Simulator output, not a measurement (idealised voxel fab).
process module | voxel transistor to metal
cross-section cut | 165 nm wide | cells 5 nm
A cross-section is a grid of square cells, given in bands from the top down. A band is one or more rows of cells.
Each band's line starts with the height of the band's top and of its bottom, in nm. Then come its materials from left to right, each with its width in nm. One material with "throughout" fills the band from edge to edge. "air" is empty space.
Height 0 is the level under which the wafer as received is all one material. The lowest band goes on downwards, as in "0 down".
A width such as "30 to 40" changes by the same amount from each row of cells to the next, from the band's top row to its bottom row.
"no change" after a step means that no cell of the cross-section changed.
closed voids: empty space of 8 cells or more with no open way to the top, each as width x height at its distance from the left edge, in nm
after a step's settings: what the simulator itself notes on the step
overlay nm, on a step with a mask: how far to the right of its planned place the mask lay; to the left if negative
plan
1 op RECEIVE | material Si
2 op CONFORMAL_DEP | material SiO2 | thk nm 5
3 op CONFORMAL_DEP | material SiN | thk nm 10
4 op MASKED_ETCH | tone cover | mask id ACTIVE | width nm 110 | etch materials SiN | depth nm 10 | overlay nm 0
5 op MASKED_ETCH | tone cover | mask id ACTIVE | width nm 110 | etch materials SiO2 | depth nm 5 | overlay nm 0
6 op MASKED_ETCH | tone cover | mask id ACTIVE | width nm 110 | etch materials Si | depth nm 35 | overlay nm 0
7 op FILL_DEP | material SiO2 | thk nm 15
8 op CMP | height nm 15
9 op SELECTIVE_ETCH | etch materials SiO2 | depth nm 10
10 op STRIP | etch materials SiN
11 op SELECTIVE_ETCH | etch materials SiO2 | depth nm 5
12 op OXIDIZE | depth nm 5
13 op DIRECTIONAL_DEP | material polySi | thk nm 25
14 op DIRECTIONAL_DEP | material SiCN | thk nm 10
15 op DIRECTIONAL_DEP | material aC | thk nm 15
16 op PATTERN | tone cover | mask id GATE | material resist | width nm 20 | thk nm 30 | overlay nm 0
17 op DIRECTIONAL_ETCH | etch materials aC | depth nm 15
18 op STRIP | etch materials resist
19 op DIRECTIONAL_ETCH | etch materials SiCN | depth nm 20
20 op DIRECTIONAL_ETCH | etch materials polySi | depth nm 35
21 op STRIP | etch materials aC
22 op CONFORMAL_DEP | material SiO2 | thk nm 5
23 op DIRECTIONAL_ETCH | etch materials SiO2 | depth nm 5
24 op CONFORMAL_DEP | material SiN | thk nm 5
25 op DIRECTIONAL_ETCH | etch materials SiN | depth nm 5
26 op DIRECTIONAL_ETCH | etch materials SiO2 | depth nm 5
27 op DIRECTIONAL_ETCH | etch materials Si | depth nm 10
28 op EPI | material nSi | thk nm 15
29 op FILL_DEP | material SiO2 | thk nm 5
30 op CMP | height nm 35
31 op DIRECTIONAL_DEP | material SiO2 | thk nm 10
32 op PATTERN | tone open | mask id CONTACT | material resist | width nm 35 | pitch nm 65 | thk nm 20 | overlay nm 0
33 op DIRECTIONAL_ETCH | etch materials SiO2 | depth nm 45
34 op STRIP | etch materials resist
35 op CONFORMAL_DEP | material TiN | thk nm 5
36 op FILL_DEP | material Ru | thk nm 10
37 op CMP | height nm 45
38 op CONFORMAL_DEP | material SiN | thk nm 5
39 op DIRECTIONAL_DEP | material lowk | thk nm 20
40 op PATTERN | tone open | mask id METAL_1 | material resist | width nm 20 | pitch nm 80 | thk nm 15 | overlay nm 0
41 op DIRECTIONAL_ETCH | etch materials lowk | depth nm 20
42 op DIRECTIONAL_ETCH | etch materials SiN | depth nm 5
43 op STRIP | etch materials resist
44 op CONFORMAL_DEP | material TiN | thk nm 5
45 op FILL_DEP | material W | thk nm 5
46 op CMP | height nm 70
47 op CONFORMAL_DEP | material SiCN | thk nm 5
as received, after step 1
  0 down: Si throughout
  closed voids: none
first wafer at the end, as planned
  75 to 70: SiCN throughout
  70 to 50: lowk 30 | TiN 5 | W 10 | TiN 5 | lowk 60 | TiN 5 | W 10 | TiN 5 | lowk 35
  50 to 45: SiN 30 | TiN 20 | SiN 60 | TiN 20 | SiN 35
  45 to 35: SiO2 30 | TiN 5 | Ru 25 to 20 | TiN 5 to 10 | SiO2 30 | TiN 5 to 10 | Ru 25 to 20 | TiN 5 | SiO2 35
  35 to 25: SiO2 30 | TiN 5 | Ru 20 | TiN 5 | SiN 5 | SiO2 5 | SiCN 20 | SiO2 5 | SiN 5 | TiN 5 | Ru 20 | TiN 5 | SiO2 35
  25 to 15: SiO2 30 | TiN 5 | Ru 20 | TiN 5 | SiN 5 | SiO2 5 | polySi 20 | SiO2 5 | SiN 5 | TiN 5 | Ru 20 | TiN 5 | SiO2 35
  15 to 10: SiO2 30 | TiN 5 | Ru 5 | TiN 20 | SiN 5 | SiO2 5 | polySi 20 | SiO2 5 | SiN 5 | TiN 20 | Ru 5 | TiN 5 | SiO2 35
  10 to 5: SiO2 30 | TiN 5 | Ru 5 | TiN 5 | nSi 15 | SiN 5 | SiO2 5 | polySi 20 | SiO2 5 | SiN 5 | nSi 15 | TiN 5 | Ru 5 | TiN 5 | SiO2 35
  5 to 0: SiO2 30 | TiN 15 | nSi 15 | SiN 5 | SiO2 5 | polySi 20 | SiO2 5 | SiN 5 | nSi 15 | TiN 15 | SiO2 35
  0 to -5: SiO2 20 | nSi 40 | SiO2 40 | nSi 40 | SiO2 25
  -5 to -15: SiO2 25 | nSi 35 | Si 40 | nSi 35 | SiO2 30
  -15 to -35: SiO2 25 | Si 110 | SiO2 30
  -35 down: Si throughout
  closed voids: none
second wafer at the end: like start, like plan, one mistake
  75 to 70: SiCN throughout
  70 to 50: lowk 30 | TiN 5 | W 10 | TiN 5 | lowk 60 | TiN 5 | W 10 | TiN 5 | lowk 35
  50 to 45: SiN 30 | TiN 20 | SiN 60 | TiN 20 | SiN 35
  45 to 35: SiO2 30 | TiN 5 | Ru 25 to 10 | TiN 5 to 20 | SiO2 30 | TiN 5 | Ru 25 | TiN 5 | SiO2 35
  35 to 25: SiO2 30 | TiN 5 | Ru 10 | TiN 5 | SiN 5 | TiN 5 | SiCN 20 | SiO2 5 | SiN 5 | SiO2 5 | TiN 5 | Ru 25 | TiN 5 | SiO2 35
  25 to 15: SiO2 30 | TiN 5 | Ru 10 | TiN 5 | SiN 5 | TiN 5 | polySi 20 | SiO2 5 | SiN 5 | SiO2 5 | TiN 5 | Ru 25 | TiN 5 | SiO2 35
  15 to 10: SiO2 30 | TiN 20 | SiN 5 | TiN 5 | polySi 20 | SiO2 5 | SiN 5 | SiO2 5 | TiN 15 | Ru 15 | TiN 5 | SiO2 35
  10 to 5: SiO2 30 | TiN 5 | nSi 15 | SiN 5 | TiN 5 | polySi 20 | SiO2 5 | SiN 5 | nSi 15 | TiN 5 | Ru 15 | TiN 5 | SiO2 35
  5 to 0: SiO2 30 | TiN 5 | nSi 15 | SiN 5 | TiN 5 | polySi 20 | SiO2 5 | SiN 5 | nSi 15 | TiN 25 | SiO2 35
  0 to -5: SiO2 20 | nSi 30 | SiO2 40 | nSi 50 | SiO2 25
  -5 to -15: SiO2 25 | nSi 25 | Si 40 | nSi 45 | SiO2 30
  -15 to -35: SiO2 25 | Si 110 | SiO2 30
  -35 down: Si throughout
  closed voids: none
what went wrong: step 16 ran as: op PATTERN | tone cover | mask id GATE | material resist | width nm 20 | thk nm 30 | overlay nm -10
at the end the second wafer has, in cells: 3 fewer of Ru | 2 fewer of SiO2 | 5 more of TiN
